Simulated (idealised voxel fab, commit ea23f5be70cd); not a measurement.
The name of this process module is voxel double patterning.
Shown is cross-section cut, with a width of 190 nm and square cells of size 5 nm.
If you're reading a cross-section in this doc, picture square cells in a grid; it comes to you as bands, top ones listed first down to the bottom, and a band can be one or more rows of cells. Per band: top height and bottom height in nm, followed by the left-to-right materials and their widths in nm; "throughout" marks a single material spanning edge to edge, "blank" marks empty space. For the purposes of this specification, 0 denotes the height below which the wafer in its as-received condition is composed wholly of one material, and the lowermost band, lacking a lower limit, extends downward without end, as expressed in "from 0 down". The expression "30 to 40" gives the width at the extremes of the band, the first number at its top row of cells and the second at its bottom row, with the width changing by equal amounts from each row to the next in between. What does "nothing was modified" mean for a step? It means no cell of the cross-section changed in that step. So "Fully enclosed voids" is basically the list of trapped voids: any empty space of 8 cells or more that can't reach the top through an opening. They're written width x height at distance, the distance being from the left edge, and it's all nm. That trailing text on a step's line, after the settings, is the simulator's own remark on the step. You can add "overlay nm" to a step's line. For a step with a mask, it describes how far the mask lay to the right of its planned position, and a negative number describes a lay to the left.

Intended process steps:
1. RECEIVE (material Si)
2. CONFORMAL_DEP (material SiO2; thk nm 5)
3. DIRECTIONAL_DEP (material polySi; thk nm 10)
4. DIRECTIONAL_DEP (material SiCN; thk nm 5)
5. DIRECTIONAL_DEP (material aC; thk nm 15)
6. PATTERN (tone open; mask id FIRST; material resist; width nm 15; pitch nm 50; thk nm 35; overlay nm 0)
7. DIRECTIONAL_ETCH (etch materials aC; depth nm 15)
8. STRIP (etch materials resist)
9. DIRECTIONAL_ETCH (etch materials SiCN; depth nm 5)
10. STRIP (etch materials aC)
11. MASKED_ETCH (tone open; mask id SECOND; width nm 15; pitch nm 50; etch materials SiCN; depth nm 5; overlay nm 0)
12. DIRECTIONAL_ETCH (etch materials polySi; depth nm 10)
13. STRIP (etch materials SiCN)

Cross-section, incoming material, after step 1:
* from 0 down: Si throughout
* Fully enclosed voids: none

End-of-module cross-section of the first of two wafers, processed as planned:
* from 15 to 5: polySi: 35  blank: 15  polySi: 10  blank: 15  polySi: 10  blank: 15  polySi: 10  blank: 15  polySi: 10  blank: 15  polySi: 40
* from 5 to 0: SiO2 throughout
* from 0 down: Si throughout
* Fully enclosed voids: none

Wafer two, sectioned after the module: the first wafer's start, the first wafer's plan, and one mistake in how it was run:
* from 15 to 10: polySi: 35  blank: 15  polySi: 10  blank: 15  polySi: 10  blank: 15  polySi: 10  blank: 15  polySi: 10  blank: 15  polySi: 40
* from 10 to 5: polySi throughout
* from 5 to 0: SiO2 throughout
* from 0 down: Si throughout
* Fully enclosed voids: none
What went wrong in running the wafer? step 12 ran as: DIRECTIONAL_ETCH (etch materials polySi; depth nm 5)
Materials where the second wafer ends with more or fewer cells than the first: +15 polySi
